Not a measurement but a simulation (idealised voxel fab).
Process module in this document: voxel capacitor over wiring
For reference, the cross-section in this document is cut, with width 280 nm and square cells of 5 nm.
In this document a cross-section is written as a grid of square cells. It is given as a series of bands, listed from the top down, and a band is one or more rows of cells.
Heights first: top, then bottom, in nm. Then materials, left to right, each with a width in nm. "throughout" on a single material: fills the band edge to edge. "air": empty space.
Note: height 0 marks the level under which the wafer is uniformly one material as received. Lowest band unbounded below, written "0 nm and below".
Per-row width for "30 to 40": begins at first number (top row of band), ends at second number (bottom row), increment between rows held constant.
Basically "nothing was modified" means that step didn't change any cell in the cross-section.
Under "Entrapped void list" you'll find the enclosed gaps, the ones with no way out to the top, that are 8 cells or bigger; each reads width x height at distance, with distance counted from the left edge, everything in nm.
Whatever follows a step's settings on its line is a remark the simulator itself makes about that step.
overlay nm: mask offset rightward from planned place, masked step; negative means leftward offset.

Set out below are the planned steps of the process:
- 1: RECEIVE [material Si]
- 2: CONFORMAL_DEP [material SiO2] [thk nm 15]
- 3: DIRECTIONAL_DEP [material TiN] [thk nm 5]
- 4: DIRECTIONAL_DEP [material W] [thk nm 15]
- 5: PATTERN [tone cover] [mask id METAL_1] [material resist] [width nm 30] [pitch nm 100] [thk nm 20] [overlay nm 0]
- 6: DIRECTIONAL_ETCH [etch materials W] [depth nm 15]
- 7: DIRECTIONAL_ETCH [etch materials TiN] [depth nm 5]
- 8: STRIP [etch materials resist]
- 9: FILL_DEP [material lowk] [thk nm 5]
- 10: CMP [height nm 35]
- 11: CONFORMAL_DEP [material SiCN] [thk nm 5]
- 12: DIRECTIONAL_DEP [material lowk] [thk nm 20]
- 13: DIRECTIONAL_DEP [material aC] [thk nm 10]
- 14: PATTERN [tone open] [mask id PLUG_1] [material resist] [width nm 15] [thk nm 30] [overlay nm 0]
- 15: DIRECTIONAL_ETCH [etch materials aC] [depth nm 10]
- 16: STRIP [etch materials resist]
- 17: DIRECTIONAL_ETCH [etch materials lowk] [depth nm 20]
- 18: DIRECTIONAL_ETCH [etch materials SiCN] [depth nm 5]
- 19: STRIP [etch materials aC]
- 20: EPI [material Ru] [thk nm 10]
- 21: EPI [material Ru] [thk nm 10]
- 22: EPI [material Ru] [thk nm 5]
- 23: DIRECTIONAL_DEP [material TiN] [thk nm 5]
- 24: DIRECTIONAL_DEP [material HfO2] [thk nm 5]
- 25: DIRECTIONAL_DEP [material TiN] [thk nm 10]
- 26: MASKED_ETCH [tone cover] [mask id UPPER_PLATE] [width nm 75] [etch materials TiN] [depth nm 10] [overlay nm 0]
- 27: MASKED_ETCH [tone cover] [mask id UPPER_PLATE] [width nm 75] [etch materials HfO2] [depth nm 5] [overlay nm -15]
- 28: DIRECTIONAL_DEP [material aC] [thk nm 10]
- 29: PATTERN [tone cover] [mask id LOWER_PLATE] [material resist] [width nm 85] [thk nm 30] [overlay nm 0]
- 30: DIRECTIONAL_ETCH [etch materials aC] [depth nm 10]
- 31: STRIP [etch materials resist]
- 32: DIRECTIONAL_ETCH [etch materials TiN] [depth nm 5]
- 33: STRIP [etch materials aC]
- 34: FILL_DEP [material SiO2] [thk nm 20]
- 35: CMP [height nm 95]
- 36: DIRECTIONAL_DEP [material aC] [thk nm 15]
- 37: PATTERN [tone open] [mask id PLUG_2] [material resist] [width nm 15] [thk nm 30] [overlay nm 0]
- 38: DIRECTIONAL_ETCH [etch materials aC] [depth nm 15]
- 39: STRIP [etch materials resist]
- 40: DIRECTIONAL_ETCH [etch materials SiO2] [depth nm 15]
- 41: STRIP [etch materials aC]
- 42: CONFORMAL_DEP [material TiN] [thk nm 5]
- 43: FILL_DEP [material Ru] [thk nm 5]
- 44: CMP [height nm 95]
- 45: CONFORMAL_DEP [material SiCN] [thk nm 5]
The plan's step 27 overlay nm is the first wafer's value; the wafers differ in this setting and start identical.

After step 1, as received: first of several wafers, cross-section:
    0 nm and below  Si throughout
    Entrapped void list: none

The rows of the table below are wafers. Looking at the end of the module, a row counts, for every material, the cells the wafer has gained, shown as (+), or lost, shown as (-), since it was received; its closed voids come next:
overlay nm -15; +18 HfO2; +17 Ru; +109 SiCN; +484 SiO2; +68 TiN; +36 W; +388 lowk; Entrapped void list: none
overlay nm -10; +17 HfO2; +17 Ru; +109 SiCN; +486 SiO2; +67 TiN; +36 W; +388 lowk; Entrapped void list: none
overlay nm -5; +16 HfO2; +17 Ru; +109 SiCN; +488 SiO2; +66 TiN; +36 W; +388 lowk; Entrapped void list: none
overlay nm 0; +15 HfO2; +17 Ru; +109 SiCN; +489 SiO2; +66 TiN; +36 W; +388 lowk; Entrapped void list: none
overlay nm 5; +16 HfO2; +17 Ru; +109 SiCN; +488 SiO2; +66 TiN; +36 W; +388 lowk; Entrapped void list: none
overlay nm 10; +17 HfO2; +17 Ru; +109 SiCN; +486 SiO2; +67 TiN; +36 W; +388 lowk; Entrapped void list: none
overlay nm 15; +18 HfO2; +17 Ru; +109 SiCN; +484 SiO2; +68 TiN; +36 W; +388 lowk; Entrapped void list: none
